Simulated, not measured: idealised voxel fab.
Name of the process module below: voxel air gaps
Cross-sectional view cut (width: 250 nm; square cell size: 5 nm).
In this document a cross-section is written as a grid of square cells. It is given as a series of bands, listed from the top down, and a band is one or more rows of cells. Band: top height; bottom height; in nm. Then, left to right: material with width in nm, for each material. "full width": a single material spanning edge to edge. "blank": empty space. Heights from 0 (as-received wafer is one material below). Bottom band endless downward, as "0..down". Width: "30->40" (first number = top row, second number = bottom row, same change from row to row of cells). It should be understood that the words "stayed the same", when stated for a given step, signify that the cross-section underwent no change in any of its cells during that step. "Sealed cavities" specifies each empty space that is not open to the top and that occupies no fewer than 8 cells, using the form width x height at distance, the distance measured from the left edge and all three quantities in nm. Note: text after step settings on the step line = simulator remark on that step. overlay nm, on a step with a mask: how far to the right of its planned place the mask lay; to the left if negative.

PROCESS STEPS (PLANNED)
1. op RECEIVE | material Si
2. op CONFORMAL_DEP | material SiO2 | thk nm 15
3. op CONFORMAL_DEP | material SiN | thk nm 5
4. op DIRECTIONAL_DEP | material SiO2 | thk nm 35
5. op MASKED_ETCH | tone open | mask id LINES | width nm 25 | pitch nm 55 | etch materials SiO2 | depth nm 35 | overlay nm 0
6. op CONFORMAL_DEP | material TiN | thk nm 5
7. op FILL_DEP | material Cu | thk nm 5
8. op CMP | height nm 55
9. op EPI | material Ru | thk nm 10
10. op SELECTIVE_ETCH | etch materials SiO2 | depth nm 45
11. op CONFORMAL_DEP | material SiCN | thk nm 5

STEP 1 COMPLETE: CROSS-SECTION OF THE WAFER AS RECEIVED
- 0..down: Si full width
- Sealed cavities: none

A WAFER AT THE END: THIS START, THIS PLAN, ONE MISTAKE
- 65..55: blank (45), Ru (45), blank (10), Ru (45), blank (10), Ru (45), blank (50)
- 55..25: blank (55), TiN (5), Cu (15), TiN (5), blank (30), TiN (5), Cu (15), TiN (5), blank (30), TiN (5), Cu (15), TiN (5), blank (60)
- 25..20: blank (55), TiN (25), blank (30), TiN (25), blank (30), TiN (25), blank (60)
- 20..15: SiN full width
- 15..0: SiO2 full width
- 0..down: Si full width
- Sealed cavities: none
In executing the process, a mistake was made relative to the plan: step 11 of the plan was omitted and not executed
